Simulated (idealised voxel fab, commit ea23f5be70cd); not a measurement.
Process module in this document: voxel self aligned vias
This is section cut - it's 200 nm across, gridded in 5 nm square cells.
Cross-section = grid of square cells, listed top down in bands; band = one or more rows. The band entry comprises the height of the band's top followed by the height of its bottom, expressed in nm, and subsequently the band's materials from left to right, each stated together with its width in nm. Where a single material is marked with the word "throughout", that material fills the band from edge to edge. The word "empty" represents empty space. Counting heights begins at 0, where everything beneath is, in the wafer as received, one material. The lowest band has no bottom; it goes on downwards, as "from 0 down" shows. Top row gets the first number, bottom row gets the second, and each row in between changes by the same step: that is how a band width like "30 to 40" works. Given "remained the same" for a step, no cell of the cross-section differs between before and after that step. Each empty space that has no open way to the top and spans at least 8 cells appears under "Fully sealed cavities" as width x height at distance, the distance counted from the left edge, all in nm. Past the settings on a step's line: simulator remark, on that step. Steps that use a mask can have "overlay nm" on their line. It says how far the mask sat to the right of where it was meant to be. Negative means to the left.
-- Here's what the planned process steps look like
| 1 | RECEIVE (material Si) |
| 2 | CONFORMAL_DEP (material SiO2; thk nm 15) |
| 3 | CONFORMAL_DEP (material SiCN; thk nm 5) |
| 4 | DIRECTIONAL_DEP (material SiO2; thk nm 20) |
| 5 | DIRECTIONAL_DEP (material aC; thk nm 10) |
| 6 | PATTERN (tone open; mask id LINES; material resist; width nm 20; pitch nm 70; thk nm 25; overlay nm 0) |
| 7 | DIRECTIONAL_ETCH (etch materials aC; depth nm 10) |
| 8 | STRIP (etch materials resist) |
| 9 | DIRECTIONAL_ETCH (etch materials SiO2; depth nm 20) |
| 10 | STRIP (etch materials aC) |
| 11 | CONFORMAL_DEP (material TiN; thk nm 5) |
| 12 | FILL_DEP (material Ru; thk nm 10) |
| 13 | CMP (height nm 40) |
| 14 | SELECTIVE_ETCH (etch materials W Ru TiN; depth nm 5) |
| 15 | FILL_DEP (material SiN; thk nm 10) |
| 16 | CMP (height nm 40) |
| 17 | DIRECTIONAL_DEP (material SiO2; thk nm 15) |
| 18 | MASKED_ETCH (tone open; mask id VIAS; width nm 40; etch materials SiO2; depth nm 15; overlay nm 0) |
| 19 | MASKED_ETCH (tone open; mask id VIAS; width nm 40; etch materials SiN; depth nm 5; overlay nm 0) |
| 20 | CONFORMAL_DEP (material TiN; thk nm 5) |
| 21 | FILL_DEP (material Cu; thk nm 10) |
| 22 | CMP (height nm 55) |
| 23 | CONFORMAL_DEP (material SiCN; thk nm 5) |
-- first wafer, as planned
-- This is the cross-section of the wafer as we received it, i.e. after step 1
* from 0 down: Si throughout
* Fully sealed cavities: none
-- Sectional view: wafer, after step 2
* from 15 to 0: SiO2 throughout
* For the remainder of the cross-section, below 0, there is no change.
-- Sectional view: wafer, after step 3
* from 20 to 15: SiCN throughout
* For the remainder of the cross-section, below 15, there is no change.
-- Sectional view: wafer, after step 4
* from 40 to 20: SiO2 throughout
* For the remainder of the cross-section, below 20, there is no change.
-- Sectional view: wafer, after step 5
* from 50 to 40: aC throughout
* For the remainder of the cross-section, below 40, there is no change.
-- Sectional view: wafer, after step 6
* from 75 to 50: 55 of resist | 20 of empty | 50 of resist | 20 of empty | 55 of resist
* For the remainder of the cross-section, below 50, there is no change.
-- Sectional view: wafer, after step 7
* from 65 to 50: 55 of resist | 20 of empty | 50 of resist | 20 of empty | 55 of resist
* from 50 to 40: 55 of aC | 20 of empty | 50 of aC | 20 of empty | 55 of aC
* For the remainder of the cross-section, below 40, there is no change.
-- Sectional view: wafer, after step 8
* from 50 to 40: 55 of aC | 20 of empty | 50 of aC | 20 of empty | 55 of aC
* For the remainder of the cross-section, below 40, there is no change.
-- Sectional view: wafer, after step 9
* from 50 to 40: 55 of aC | 20 of empty | 50 of aC | 20 of empty | 55 of aC
* from 40 to 20: 55 of SiO2 | 20 of empty | 50 of SiO2 | 20 of empty | 55 of SiO2
* For the remainder of the cross-section, below 20, there is no change.
-- Sectional view: wafer, after step 10
* from 40 to 20: 55 of SiO2 | 20 of empty | 50 of SiO2 | 20 of empty | 55 of SiO2
* For the remainder of the cross-section, below 20, there is no change.
-- Sectional view: wafer, after step 11
* from 45 to 40: 60 of TiN | 10 of empty | 60 of TiN | 10 of empty | 60 of TiN
* from 40 to 25: 55 of SiO2 | 5 of TiN | 10 of empty | 5 of TiN | 50 of SiO2 | 5 of TiN | 10 of empty | 5 of TiN | 55 of SiO2
* from 25 to 20: 55 of SiO2 | 20 of TiN | 50 of SiO2 | 20 of TiN | 55 of SiO2
* For the remainder of the cross-section, below 20, there is no change.
-- Sectional view: wafer, after step 12
* from 55 to 45: Ru throughout
* from 45 to 40: 60 of TiN | 10 of Ru | 60 of TiN | 10 of Ru | 60 of TiN
* from 40 to 25: 55 of SiO2 | 5 of TiN | 10 of Ru | 5 of TiN | 50 of SiO2 | 5 of TiN | 10 of Ru | 5 of TiN | 55 of SiO2
* For the remainder of the cross-section, below 25, there is no change.
-- Sectional view: wafer, after step 13
* from 40 to 25: 55 of SiO2 | 5 of TiN | 10 of Ru | 5 of TiN | 50 of SiO2 | 5 of TiN | 10 of Ru | 5 of TiN | 55 of SiO2
* For the remainder of the cross-section, below 25, there is no change.
-- Sectional view: wafer, after step 14
* from 40 to 35: 55 of SiO2 | 20 of empty | 50 of SiO2 | 20 of empty | 55 of SiO2
* For the remainder of the cross-section, below 35, there is no change.
-- Sectional view: wafer, after step 15
* from 50 to 40: SiN throughout
* from 40 to 35: 55 of SiO2 | 20 of SiN | 50 of SiO2 | 20 of SiN | 55 of SiO2
* For the remainder of the cross-section, below 35, there is no change.
-- Sectional view: wafer, after step 16
* from 40 to 35: 55 of SiO2 | 20 of SiN | 50 of SiO2 | 20 of SiN | 55 of SiO2
* For the remainder of the cross-section, below 35, there is no change.
-- Sectional view: wafer, after step 17
* from 55 to 40: SiO2 throughout
* For the remainder of the cross-section, below 40, there is no change.
-- Sectional view: wafer, after step 18
* from 55 to 40: 45 of SiO2 | 40 of empty | 115 of SiO2
* For the remainder of the cross-section, below 40, there is no change.
-- Sectional view: wafer, after step 19
* from 55 to 40: 45 of SiO2 | 40 of empty | 115 of SiO2
* from 40 to 35: 55 of SiO2 | 20 of empty | 50 of SiO2 | 20 of SiN | 55 of SiO2
* For the remainder of the cross-section, below 35, there is no change.
-- Sectional view: wafer, after step 20
* from 60 to 55: 50 of TiN | 30 of empty | 120 of TiN
* from 55 to 45: 45 of SiO2 | 5 of TiN | 30 of empty | 5 of TiN | 115 of SiO2
* from 45 to 40: 45 of SiO2 | 15 of TiN | 10 of empty | 15 of TiN | 115 of SiO2
* from 40 to 35: 55 of SiO2 | 20 of TiN | 50 of SiO2 | 20 of SiN | 55 of SiO2
* For the remainder of the cross-section, below 35, there is no change.
-- Sectional view: wafer, after step 21
* from 70 to 60: Cu throughout
* from 60 to 55: 50 of TiN | 30 of Cu | 120 of TiN
* from 55 to 45: 45 of SiO2 | 5 of TiN | 30 of Cu | 5 of TiN | 115 of SiO2
* from 45 to 40: 45 of SiO2 | 15 of TiN | 10 of Cu | 15 of TiN | 115 of SiO2
* For the remainder of the cross-section, below 40, there is no change.
-- Sectional view: wafer, after step 22
* from 55 to 45: 45 of SiO2 | 5 of TiN | 30 of Cu | 5 of TiN | 115 of SiO2
* For the remainder of the cross-section, below 45, there is no change.
-- Sectional view: wafer, after step 23
* from 60 to 55: SiCN throughout
* For the remainder of the cross-section, below 55, there is no change.
-- Second of two: same start, same plan, one run error; steps up to and including 1 match the first
-- Cross-section of the second wafer when, according to plan, step 2 should have finished
* from 5 to 0: SiO2 throughout
* For the remainder of the cross-section, below 0, there is no change.
-- Cross-section of the second wafer when, according to plan, step 3 should have finished
* from 10 to 5: SiCN throughout
* For the remainder of the cross-section, below 5, there is no change.
-- Cross-section of the second wafer when, according to plan, step 4 should have finished
* from 30 to 10: SiO2 throughout
* For the remainder of the cross-section, below 10, there is no change.
-- Cross-section of the second wafer when, according to plan, step 5 should have finished
* from 40 to 30: aC throughout
* For the remainder of the cross-section, below 30, there is no change.
-- Cross-section of the second wafer when, according to plan, step 6 should have finished
* from 65 to 40: 55 of resist | 20 of empty | 50 of resist | 20 of empty | 55 of resist
* For the remainder of the cross-section, below 40, there is no change.
-- Cross-section of the second wafer when, according to plan, step 7 should have finished
* from 55 to 40: 55 of resist | 20 of empty | 50 of resist | 20 of empty | 55 of resist
* from 40 to 30: 55 of aC | 20 of empty | 50 of aC | 20 of empty | 55 of aC
* For the remainder of the cross-section, below 30, there is no change.
-- Cross-section of the second wafer when, according to plan, step 8 should have finished
* from 40 to 30: 55 of aC | 20 of empty | 50 of aC | 20 of empty | 55 of aC
* For the remainder of the cross-section, below 30, there is no change.
-- Cross-section of the second wafer when, according to plan, step 9 should have finished
* from 40 to 30: 55 of aC | 20 of empty | 50 of aC | 20 of empty | 55 of aC
* from 30 to 10: 55 of SiO2 | 20 of empty | 50 of SiO2 | 20 of empty | 55 of SiO2
* For the remainder of the cross-section, below 10, there is no change.
-- Cross-section of the second wafer when, according to plan, step 10 should have finished
* from 30 to 10: 55 of SiO2 | 20 of empty | 50 of SiO2 | 20 of empty | 55 of SiO2
* For the remainder of the cross-section, below 10, there is no change.
-- Cross-section of the second wafer when, according to plan, step 11 should have finished
* from 35 to 30: 60 of TiN | 10 of empty | 60 of TiN | 10 of empty | 60 of TiN
* from 30 to 15: 55 of SiO2 | 5 of TiN | 10 of empty | 5 of TiN | 50 of SiO2 | 5 of TiN | 10 of empty | 5 of TiN | 55 of SiO2
* from 15 to 10: 55 of SiO2 | 20 of TiN | 50 of SiO2 | 20 of TiN | 55 of SiO2
* For the remainder of the cross-section, below 10, there is no change.
-- Cross-section of the second wafer when, according to plan, step 12 should have finished
* from 45 to 35: Ru throughout
* from 35 to 30: 60 of TiN | 10 of Ru | 60 of TiN | 10 of Ru | 60 of TiN
* from 30 to 15: 55 of SiO2 | 5 of TiN | 10 of Ru | 5 of TiN | 50 of SiO2 | 5 of TiN | 10 of Ru | 5 of TiN | 55 of SiO2
* For the remainder of the cross-section, below 15, there is no change.
-- Cross-section of the second wafer when, according to plan, step 13 should have finished
* from 40 to 35: Ru throughout
* For the remainder of the cross-section, below 35, there is no change.
-- Cross-section of the second wafer when, according to plan, step 14 should have finished
* from 35 to 30: 60 of TiN | 10 of Ru | 60 of TiN | 10 of Ru | 60 of TiN
* For the remainder of the cross-section, below 30, there is no change.
-- Cross-section of the second wafer when, according to plan, step 15 should have finished
* from 45 to 35: SiN throughout
* For the remainder of the cross-section, below 35, there is no change.
-- Cross-section of the second wafer when, according to plan, step 16 should have finished
* from 40 to 35: SiN throughout
* For the remainder of the cross-section, below 35, there is no change.
-- Cross-section of the second wafer when, according to plan, step 17 should have finished
* from 55 to 40: SiO2 throughout
* For the remainder of the cross-section, below 40, there is no change.
-- Cross-section of the second wafer when, according to plan, step 18 should have finished
* from 55 to 40: 45 of SiO2 | 40 of empty | 115 of SiO2
* For the remainder of the cross-section, below 40, there is no change.
-- Cross-section of the second wafer when, according to plan, step 19 should have finished
* from 55 to 40: 45 of SiO2 | 40 of empty | 115 of SiO2
* from 40 to 35: 45 of SiN | 40 of empty | 115 of SiN
* For the remainder of the cross-section, below 35, there is no change.
-- Cross-section of the second wafer when, according to plan, step 20 should have finished
* from 60 to 55: 50 of TiN | 30 of empty | 120 of TiN
* from 55 to 40: 45 of SiO2 | 5 of TiN | 30 of empty | 5 of TiN | 115 of SiO2
* from 40 to 35: 45 of SiN | 40 of TiN | 115 of SiN
* For the remainder of the cross-section, below 35, there is no change.
-- Cross-section of the second wafer when, according to plan, step 21 should have finished
* from 70 to 60: Cu throughout
* from 60 to 55: 50 of TiN | 30 of Cu | 120 of TiN
* from 55 to 40: 45 of SiO2 | 5 of TiN | 30 of Cu | 5 of TiN | 115 of SiO2
* For the remainder of the cross-section, below 40, there is no change.
-- Cross-section of the second wafer when, according to plan, step 22 should have finished
* from 55 to 40: 45 of SiO2 | 5 of TiN | 30 of Cu | 5 of TiN | 115 of SiO2
* For the remainder of the cross-section, below 40, there is no change.
-- Cross-section of the second wafer when, according to plan, step 23 should have finished
* from 60 to 55: SiCN throughout
* For the remainder of the cross-section, below 55, there is no change.
Which mistake was made when the wafer was run? off-plan run, step 2, actual operation and settings CONFORMAL_DEP (material SiO2; thk nm 5)
Looking at both finished wafers in cells, the second ends up ahead of or behind the first on some materials: +4 Cu; +8 Ru; +28 SiN; -80 SiO2; +40 TiN
